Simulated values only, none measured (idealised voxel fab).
Title: Process Module voxel spacer lines
For reference, the cross-section in this document is cut, with width 220 nm and square cells of 5 nm.
When this document writes out a cross-section, it uses a grid of square cells and lists it as bands, beginning at the top and moving down, with a band standing for one or more rows of cells.
First you get the band's top height and its bottom height, in nm, and then the materials it's made of, left to right, with each width in nm. If you see a single material with "edge to edge", that one covers the band edge to edge. "blank" is empty space.
It should be noted that heights are counted from 0, beneath which the wafer as supplied is of one material throughout, and that the lowest band possesses no lower boundary but continues downward, as written in "0..down".
Note: "30->40" means the width goes from the first number (top row of the band) to the second number (bottom row) in equal steps per row of cells.
"remained the same" -> step changed no cross-section cell.
Enclosed voids (no open way to top), threshold 8 cells or more, entry "closed voids", notation width x height at distance, distance from left edge, nm.
On a step's line, text after the settings is the simulator commenting on that step.
overlay nm: on a step with a mask, how far right of its planned place the mask lay; negative means left.

## So here's the lineup of process steps we planned
- 1: RECEIVE (material Si)
- 2: CONFORMAL_DEP (material Al2O3; thk nm 10)
- 3: DIRECTIONAL_DEP (material TiN; thk nm 15)
- 4: DIRECTIONAL_DEP (material polySi; thk nm 30)
- 5: PATTERN (tone cover; mask id MANDREL; material resist; width nm 25; pitch nm 70; thk nm 35; overlay nm 0)
- 6: DIRECTIONAL_ETCH (etch materials polySi; depth nm 30)
- 7: STRIP (etch materials resist)
- 8: CONFORMAL_DEP (material SiO2; thk nm 10)
- 9: DIRECTIONAL_ETCH (etch materials SiO2; depth nm 10)
- 10: STRIP (etch materials polySi)
- 11: DIRECTIONAL_ETCH (etch materials TiN; depth nm 15)
- 12: STRIP (etch materials SiO2)
- 13: FILL_DEP (material SiO2; thk nm 5)
- 14: CMP (height nm 25)

## The first wafer of two, processed as planned

## As-received state of the wafer in cross-section, equivalent to post-step 1
> 0..down: Si edge to edge
> closed voids: none

## Cross-section of the wafer after step 2
> 10..0: Al2O3 edge to edge
> Below 0 it's all the same as before, nothing changed down there.

## Cross-section of the wafer after step 3
> 25..10: TiN edge to edge
> Below 10 it's all the same as before, nothing changed down there.

## Cross-section of the wafer after step 4
> 55..25: polySi edge to edge
> Below 25 it's all the same as before, nothing changed down there.

## Cross-section of the wafer after step 5
> 90..55: 60 blank, 25 resist, 45 blank, 25 resist, 65 blank
> Below 55 it's all the same as before, nothing changed down there.

## Cross-section of the wafer after step 6
> 90..55: 60 blank, 25 resist, 45 blank, 25 resist, 65 blank
> 55..25: 60 blank, 25 polySi, 45 blank, 25 polySi, 65 blank
> Below 25 it's all the same as before, nothing changed down there.

## Cross-section of the wafer after step 7
> 55..25: 60 blank, 25 polySi, 45 blank, 25 polySi, 65 blank
> Below 25 it's all the same as before, nothing changed down there.

## Cross-section of the wafer after step 8
> 65..55: 50 blank, 45 SiO2, 25 blank, 45 SiO2, 55 blank
> 55..35: 50 blank, 10 SiO2, 25 polySi, 10 SiO2, 25 blank, 10 SiO2, 25 polySi, 10 SiO2, 55 blank
> 35..25: 60 SiO2, 25 polySi, 45 SiO2, 25 polySi, 65 SiO2
> Below 25 it's all the same as before, nothing changed down there.

## Cross-section of the wafer after step 9
> 55..25: 50 blank, 10 SiO2, 25 polySi, 10 SiO2, 25 blank, 10 SiO2, 25 polySi, 10 SiO2, 55 blank
> Below 25 it's all the same as before, nothing changed down there.

## Cross-section of the wafer after step 10
> 55..25: 50 blank, 10 SiO2, 25 blank, 10 SiO2, 25 blank, 10 SiO2, 25 blank, 10 SiO2, 55 blank
> Below 25 it's all the same as before, nothing changed down there.

## Cross-section of the wafer after step 11
> 55..25: 50 blank, 10 SiO2, 25 blank, 10 SiO2, 25 blank, 10 SiO2, 25 blank, 10 SiO2, 55 blank
> 25..10: 50 blank, 10 TiN, 25 blank, 10 TiN, 25 blank, 10 TiN, 25 blank, 10 TiN, 55 blank
> Below 10 it's all the same as before, nothing changed down there.

## Cross-section of the wafer after step 12
> 25..10: 50 blank, 10 TiN, 25 blank, 10 TiN, 25 blank, 10 TiN, 25 blank, 10 TiN, 55 blank
> Below 10 it's all the same as before, nothing changed down there.

## Cross-section of the wafer after step 13
> 30..25: SiO2 edge to edge
> 25..10: 50 SiO2, 10 TiN, 25 SiO2, 10 TiN, 25 SiO2, 10 TiN, 25 SiO2, 10 TiN, 55 SiO2
> Below 10 it's all the same as before, nothing changed down there.

## Cross-section of the wafer after step 14
> 25..10: 50 SiO2, 10 TiN, 25 SiO2, 10 TiN, 25 SiO2, 10 TiN, 25 SiO2, 10 TiN, 55 SiO2
> Below 10 it's all the same as before, nothing changed down there.

## For the second wafer, take the first wafer's start and plan, then add one mistake made in running it; everything through step 4, that step included, is shared with the first

## Look at the second wafer in cross-section at the time step 5 ought to have finished
> 90..55: 65 blank, 20 resist, 50 blank, 20 resist, 65 blank
> Below 55 it's all the same as before, nothing changed down there.

## Look at the second wafer in cross-section at the time step 6 ought to have finished
> 90..55: 65 blank, 20 resist, 50 blank, 20 resist, 65 blank
> 55..25: 65 blank, 20 polySi, 50 blank, 20 polySi, 65 blank
> Below 25 it's all the same as before, nothing changed down there.

## Look at the second wafer in cross-section at the time step 7 ought to have finished
> 55..25: 65 blank, 20 polySi, 50 blank, 20 polySi, 65 blank
> Below 25 it's all the same as before, nothing changed down there.

## Look at the second wafer in cross-section at the time step 8 ought to have finished
> 65..55: 55 blank, 40 SiO2, 30 blank, 40 SiO2, 55 blank
> 55..35: 55 blank, 10 SiO2, 20 polySi, 10 SiO2, 30 blank, 10 SiO2, 20 polySi, 10 SiO2, 55 blank
> 35..25: 65 SiO2, 20 polySi, 50 SiO2, 20 polySi, 65 SiO2
> Below 25 it's all the same as before, nothing changed down there.

## Look at the second wafer in cross-section at the time step 9 ought to have finished
> 55..25: 55 blank, 10 SiO2, 20 polySi, 10 SiO2, 30 blank, 10 SiO2, 20 polySi, 10 SiO2, 55 blank
> Below 25 it's all the same as before, nothing changed down there.

## Look at the second wafer in cross-section at the time step 10 ought to have finished
> 55..25: 55 blank, 10 SiO2, 20 blank, 10 SiO2, 30 blank, 10 SiO2, 20 blank, 10 SiO2, 55 blank
> Below 25 it's all the same as before, nothing changed down there.

## Look at the second wafer in cross-section at the time step 11 ought to have finished
> 55..25: 55 blank, 10 SiO2, 20 blank, 10 SiO2, 30 blank, 10 SiO2, 20 blank, 10 SiO2, 55 blank
> 25..10: 55 blank, 10 TiN, 20 blank, 10 TiN, 30 blank, 10 TiN, 20 blank, 10 TiN, 55 blank
> Below 10 it's all the same as before, nothing changed down there.

## Look at the second wafer in cross-section at the time step 12 ought to have finished
> 25..10: 55 blank, 10 TiN, 20 blank, 10 TiN, 30 blank, 10 TiN, 20 blank, 10 TiN, 55 blank
> Below 10 it's all the same as before, nothing changed down there.

## Look at the second wafer in cross-section at the time step 13 ought to have finished
> 30..25: SiO2 edge to edge
> 25..10: 55 SiO2, 10 TiN, 20 SiO2, 10 TiN, 30 SiO2, 10 TiN, 20 SiO2, 10 TiN, 55 SiO2
> Below 10 it's all the same as before, nothing changed down there.

## Look at the second wafer in cross-section at the time step 14 ought to have finished
> 25..10: 55 SiO2, 10 TiN, 20 SiO2, 10 TiN, 30 SiO2, 10 TiN, 20 SiO2, 10 TiN, 55 SiO2
> Below 10 it's all the same as before, nothing changed down there.
Nonconformance to the process plan: not per plan at step 5, really ran PATTERN (tone cover; mask id MANDREL; material resist; width nm 20; pitch nm 70; thk nm 35; overlay nm 0)
at the end the second wafer has, in cells: as many of each material as the first, in other places
